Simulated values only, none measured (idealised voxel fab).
process module | voxel wiring stack
cross-section cut | 140 nm wide | cells 5 nm
A cross-section is a grid of square cells, given in bands from the top down. A band is one or more rows of cells.
Each band's line starts with the height of the band's top and of its bottom, in nm. Then come its materials from left to right, each with its width in nm. One material with "throughout" fills the band from edge to edge. "air" is empty space.
Height 0 is the level under which the wafer as received is all one material. The lowest band goes on downwards, as in "0 down".
A width such as "30 to 40" changes by the same amount from each row of cells to the next, from the band's top row to its bottom row.
"no change" after a step means that no cell of the cross-section changed.
closed voids: empty space of 8 cells or more with no open way to the top, each as width x height at its distance from the left edge, in nm
after a step's settings: what the simulator itself notes on the step
overlay nm, on a step with a mask: how far to the right of its planned place the mask lay; to the left if negative
plan
1 op RECEIVE | material Si
2 op CONFORMAL_DEP | material SiO2 | thk nm 10
3 op DIRECTIONAL_DEP | material TiN | thk nm 5
4 op DIRECTIONAL_DEP | material W | thk nm 25
5 op MASKED_ETCH | tone cover | mask id METAL_1 | width nm 25 | pitch nm 45 | etch materials W | depth nm 25 | overlay nm 0
6 op MASKED_ETCH | tone cover | mask id METAL_1 | width nm 25 | pitch nm 45 | etch materials TiN | depth nm 5 | overlay nm 0
7 op FILL_DEP | material SiO2 | thk nm 5
8 op CMP | height nm 40
9 op CONFORMAL_DEP | material SiCN | thk nm 5
10 op DIRECTIONAL_DEP | material SiO2 | thk nm 30
11 op PATTERN | tone open | mask id METAL_2_HOLES | material resist | width nm 15 | pitch nm 45 | thk nm 20 | overlay nm -15
12 op DIRECTIONAL_ETCH | etch materials SiO2 | depth nm 30
13 op STRIP | etch materials resist
14 op MASKED_ETCH | tone open | mask id METAL_2 | width nm 25 | pitch nm 45 | etch materials SiO2 | depth nm 20 | overlay nm 0
15 op MASKED_ETCH | tone open | mask id METAL_2 | width nm 25 | pitch nm 45 | etch materials SiCN | depth nm 5 | overlay nm 0
16 op CONFORMAL_DEP | material TiN | thk nm 5
17 op FILL_DEP | material Cu | thk nm 10
18 op CMP | height nm 75
19 op CONFORMAL_DEP | material SiCN | thk nm 5
20 op DIRECTIONAL_DEP | material lowk | thk nm 10
21 op MASKED_ETCH | tone open | mask id PLUG_2 | width nm 15 | pitch nm 45 | etch materials lowk | depth nm 10 | overlay nm 0
22 op MASKED_ETCH | tone open | mask id PLUG_2 | width nm 15 | pitch nm 45 | etch materials SiCN | depth nm 5 | overlay nm 0
23 op EPI | material Ru | thk nm 10
24 op EPI | material Ru | thk nm 5
25 op DIRECTIONAL_DEP | material TiN | thk nm 5
26 op DIRECTIONAL_DEP | material W | thk nm 15
27 op DIRECTIONAL_DEP | material aC | thk nm 15
28 op PATTERN | tone cover | mask id METAL_3 | material resist | width nm 25 | pitch nm 45 | thk nm 30 | overlay nm 0
29 op DIRECTIONAL_ETCH | etch materials aC | depth nm 15
30 op STRIP | etch materials resist
31 op DIRECTIONAL_ETCH | etch materials W | depth nm 15
32 op DIRECTIONAL_ETCH | etch materials TiN | depth nm 5
33 op STRIP | etch materials aC
34 op CONFORMAL_DEP | material SiN | thk nm 5
35 op FILL_DEP | material SiO2 | thk nm 5
36 op CMP | height nm 110
37 op CONFORMAL_DEP | material SiCN | thk nm 5
varied across the wafers: overlay nm of step 11. The plan shows the first wafer's value. All wafers start alike
first wafer as received, after step 1
  0 down: Si throughout
  closed voids: none
first wafer at the end, after step 37
  115 to 110: SiCN throughout
  110 to 95: SiO2 30 | SiN 5 | W 25 | SiN 5 | SiO2 10 | SiN 5 | W 25 | SiN 5 | SiO2 30
  95 to 90: SiN 35 | TiN 25 | SiN 20 | TiN 25 | SiN 35
  90 to 80: lowk 35 | Ru 15 | lowk 30 | Ru 15 | lowk 45
  80 to 75: SiCN 35 | Ru 15 | SiCN 30 | Ru 15 | SiCN 45
  75 to 60: SiO2 20 | TiN 5 | Cu 30 | TiN 5 | SiO2 5 | TiN 5 | Cu 30 | TiN 5 | SiO2 35
  60 to 50: SiO2 20 | TiN 5 | Cu 5 | TiN 30 to 5 | SiO2 5 to 30 | TiN 5 | Cu 5 | TiN 30 to 5 | SiO2 35 to 60
  50 to 45: SiO2 20 | TiN 15 | SiO2 30 | TiN 15 | SiO2 60
  45 to 40: SiCN throughout
  40 to 15: SiO2 35 | W 25 | SiO2 20 | W 25 | SiO2 35
  15 to 10: SiO2 35 | TiN 25 | SiO2 20 | TiN 25 | SiO2 35
  10 to 0: SiO2 throughout
  0 down: Si throughout
  closed voids: none
last wafer at the end
  115 to 110: SiCN throughout
  110 to 95: SiO2 30 | SiN 5 | W 25 | SiN 5 | SiO2 10 | SiN 5 | W 25 | SiN 5 | SiO2 30
  95 to 90: SiN 35 | TiN 25 | SiN 20 | TiN 25 | SiN 35
  90 to 80: lowk 35 | Ru 15 | lowk 30 | Ru 15 | lowk 45
  80 to 75: SiCN 35 | Ru 15 | SiCN 30 | Ru 15 | SiCN 45
  75 to 60: SiO2 35 | TiN 5 | Cu 20 | TiN 5 | SiO2 15 | TiN 5 | Cu 20 | TiN 5 | SiO2 30
  60 to 50: SiO2 35 to 50 | TiN 20 to 5 | Cu 5 | TiN 5 | SiO2 15 to 30 | TiN 20 to 5 | Cu 5 | TiN 5 | SiO2 30
  50 to 45: SiO2 50 | TiN 15 | SiO2 30 | TiN 15 | SiO2 30
  45 to 40: SiCN 50 | TiN 10 | SiCN 35 | TiN 10 | SiCN 35
  40 to 15: SiO2 35 | W 25 | SiO2 20 | W 25 | SiO2 35
  15 to 10: SiO2 35 | TiN 25 | SiO2 20 | TiN 25 | SiO2 35
  10 to 0: SiO2 throughout
  0 down: Si throughout
  closed voids: none
each wafer at the end: cells of each material gained (+) or lost (-) since it was received, then its closed voids
overlay nm -15 | +40 Cu | +18 Ru | +78 SiCN | +30 SiN | +298 SiO2 | +56 TiN | +80 W | +44 lowk | closed voids: none
overlay nm -10 | +34 Cu | +18 Ru | +76 SiCN | +30 SiN | +306 SiO2 | +56 TiN | +80 W | +44 lowk | closed voids: none
overlay nm -5 | +28 Cu | +18 Ru | +74 SiCN | +30 SiN | +314 SiO2 | +56 TiN | +80 W | +44 lowk | closed voids: none
overlay nm 0 | +24 Cu | +18 Ru | +72 SiCN | +30 SiN | +322 SiO2 | +54 TiN | +80 W | +44 lowk | closed voids: none
overlay nm 5 | +24 Cu | +18 Ru | +72 SiCN | +30 SiN | +322 SiO2 | +54 TiN | +80 W | +44 lowk | closed voids: none
overlay nm 10 | +24 Cu | +18 Ru | +72 SiCN | +30 SiN | +322 SiO2 | +54 TiN | +80 W | +44 lowk | closed voids: none
overlay nm 15 | +28 Cu | +18 Ru | +74 SiCN | +30 SiN | +314 SiO2 | +56 TiN | +80 W | +44 lowk | closed voids: none
